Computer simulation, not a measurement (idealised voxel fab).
This is a process module. Its name is voxel trench capacitor.
Section shown: cut. Width: 290 nm. Cell size: 5 nm, square.
In this document a cross-section is written as a grid of square cells. It is given as a series of bands, listed from the top down, and a band is one or more rows of cells. Band entry format. Leading values: height of top, height of bottom, nm. Remainder: materials in left-to-right order, each with its width in nm. Special words: "full width" on a single material, which then fills the band edge to edge; "blank", empty space. Zero point of the height axis is 0; under it, received wafer = one material. Lowest band: continues down indefinitely, "0..down". The two numbers in a width such as "30 to 40" mark its ends across the band: the first belongs to the top row of cells, the second to the bottom row, and from each row to the next the width moves by the same amount. A step reported as "same as before" is a step in which no cell of the cross-section changed. For the entry "Enclosed internal voids", the listed items are empty spaces with no open way to the top whose size is 8 cells or more; each item follows the pattern width x height at distance, where distance is from the left edge and all three are in nm. What comes after the settings on a step's line is commentary from the simulator itself on that step. Each step line may optionally specify "overlay nm", which for a step with a mask gives the rightward distance between the mask's planned place and where it lay, a negative value indicating the leftward direction.
SET OUT BELOW ARE THE PLANNED STEPS OF THE PROCESS
| 1 | RECEIVE | material Si |
| 2 | CONFORMAL_DEP | material SiN | thk nm 5 |
| 3 | DIRECTIONAL_DEP | material aC | thk nm 10 |
| 4 | PATTERN | tone open | mask id TRENCH | material resist | width nm 30 | pitch nm 55 | thk nm 25 | overlay nm 0 |
| 5 | DIRECTIONAL_ETCH | etch materials aC | depth nm 10 |
| 6 | STRIP | etch materials resist |
| 7 | DIRECTIONAL_ETCH | etch materials SiN | depth nm 5 |
| 8 | DIRECTIONAL_ETCH | etch materials Si | depth nm 40 |
| 9 | STRIP | etch materials aC |
| 10 | CONFORMAL_DEP | material HfO2 | thk nm 5 |
| 11 | CONFORMAL_DEP | material TiN | thk nm 5 |
| 12 | FILL_DEP | material W | thk nm 5 |
| 13 | CMP | height nm 5 |
DELIVERED WAFER IN CROSS-SECTION: STATE AFTER STEP 1
> 0..down: Si full width
> Enclosed internal voids: none
CROSS-SECTIONAL IMAGE OF THE FIRST OF TWO WAFERS AT THE END OF THE MODULE, THE RUN HAVING PROCEEDED AS PLANNED
> 5..0: SiN=45  HfO2=5  TiN=5  W=10  TiN=5  HfO2=5  SiN=25  HfO2=5  TiN=5  W=10  TiN=5  HfO2=5  SiN=25  HfO2=5  TiN=5  W=10  TiN=5  HfO2=5  SiN=25  HfO2=5  TiN=5  W=10  TiN=5  HfO2=5  SiN=50
> 0..-30: Si=45  HfO2=5  TiN=5  W=10  TiN=5  HfO2=5  Si=25  HfO2=5  TiN=5  W=10  TiN=5  HfO2=5  Si=25  HfO2=5  TiN=5  W=10  TiN=5  HfO2=5  Si=25  HfO2=5  TiN=5  W=10  TiN=5  HfO2=5  Si=50
> -30..-35: Si=45  HfO2=5  TiN=20  HfO2=5  Si=25  HfO2=5  TiN=20  HfO2=5  Si=25  HfO2=5  TiN=20  HfO2=5  Si=25  HfO2=5  TiN=20  HfO2=5  Si=50
> -35..-40: Si=45  HfO2=30  Si=25  HfO2=30  Si=25  HfO2=30  Si=25  HfO2=30  Si=50
> -40..down: Si full width
> Enclosed internal voids: none
PRESENTED HERE IS A CROSS-SECTION OF THE SECOND OF THE TWO WAFERS AS IT STOOD AT THE END OF THE MODULE. IT WAS STARTED IN THE SAME MANNER AND ASSIGNED THE SAME PLAN AS THE FIRST WAFER; HOWEVER, ONE MISTAKE WAS MADE IN ITS EXECUTION
> 5..0: SiN=45  HfO2=5  TiN=5  W=10  TiN=5  HfO2=5  SiN=25  HfO2=5  TiN=5  W=10  TiN=5  HfO2=5  SiN=25  HfO2=5  TiN=5  W=10  TiN=5  HfO2=5  SiN=25  HfO2=5  TiN=5  W=10  TiN=5  HfO2=5  SiN=50
> 0..-70: Si=45  HfO2=5  TiN=5  W=10  TiN=5  HfO2=5  Si=25  HfO2=5  TiN=5  W=10  TiN=5  HfO2=5  Si=25  HfO2=5  TiN=5  W=10  TiN=5  HfO2=5  Si=25  HfO2=5  TiN=5  W=10  TiN=5  HfO2=5  Si=50
> -70..-75: Si=45  HfO2=5  TiN=20  HfO2=5  Si=25  HfO2=5  TiN=20  HfO2=5  Si=25  HfO2=5  TiN=20  HfO2=5  Si=25  HfO2=5  TiN=20  HfO2=5  Si=50
> -75..-80: Si=45  HfO2=30  Si=25  HfO2=30  Si=25  HfO2=30  Si=25  HfO2=30  Si=50
> -80..down: Si full width
> Enclosed internal voids: none
So what did we get wrong on this run? step 8 of the plan saw execution twice
Once processing is complete, comparing cell counts shows that the second wafer has more or fewer of certain materials than the first: 64 more of HfO2, 192 fewer of Si, 64 more of TiN, 64 more of W
